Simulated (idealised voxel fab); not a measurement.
process module | voxel gate over fins
cross-section cut | 225 nm wide | cells 5 nm
A cross-section is a grid of square cells, given in bands from the top down. A band is one or more rows of cells.
Each band's line starts with the height of the band's top and of its bottom, in nm. Then come its materials from left to right, each with its width in nm. One material with "throughout" fills the band from edge to edge. "air" is empty space.
Height 0 is the level under which the wafer as received is all one material. The lowest band goes on downwards, as in "0 down".
A width such as "30 to 40" changes by the same amount from each row of cells to the next, from the band's top row to its bottom row.
"no change" after a step means that no cell of the cross-section changed.
closed voids: empty space of 8 cells or more with no open way to the top, each as width x height at its distance from the left edge, in nm
after a step's settings: what the simulator itself notes on the step
overlay nm, on a step with a mask: how far to the right of its planned place the mask lay; to the left if negative
plan
1 op RECEIVE | material Si
2 op CONFORMAL_DEP | material SiN | thk nm 10
3 op PATTERN | tone cover | mask id FINS | material resist | width nm 15 | pitch nm 45 | thk nm 15 | overlay nm 0
4 op DIRECTIONAL_ETCH | etch materials SiN | depth nm 10
5 op DIRECTIONAL_ETCH | etch materials Si | depth nm 30
6 op STRIP | etch materials resist
7 op OXIDIZE | depth nm 5
8 op FILL_DEP | material SiO2 | thk nm 5
9 op CMP | height nm 10
10 op SELECTIVE_ETCH | etch materials SiO2 | depth nm 25
11 op STRIP | etch materials SiN
12 op CONFORMAL_DEP | material HfO2 | thk nm 5
13 op CONFORMAL_DEP | material TiN | thk nm 5
14 op CONFORMAL_DEP | material TiAl | thk nm 5
15 op CONFORMAL_DEP | material TiN | thk nm 5
16 op FILL_DEP | material W | thk nm 10
17 op CMP | height nm 25
18 op CONFORMAL_DEP | material SiCN | thk nm 5
varied across the wafers: width nm of step 3. The plan shows the first wafer's value. All wafers start alike
first wafer as received, after step 1
  0 down: Si throughout
  closed voids: none
each wafer at the end: cells of each material gained (+) or lost (-) since it was received, then its closed voids
width nm 15 | +57 HfO2 | -301 Si | +45 SiCN | +172 SiO2 | +57 TiAl | +114 TiN | +126 W | closed voids: none
width nm 20 | +57 HfO2 | -287 Si | +45 SiCN | +164 SiO2 | +57 TiAl | +111 TiN | +123 W | closed voids: none
width nm 25 | +57 HfO2 | -273 Si | +45 SiCN | +156 SiO2 | +57 TiAl | +108 TiN | +120 W | closed voids: none
width nm 30 | +57 HfO2 | -259 Si | +45 SiCN | +148 SiO2 | +54 TiAl | +108 TiN | +117 W | closed voids: none
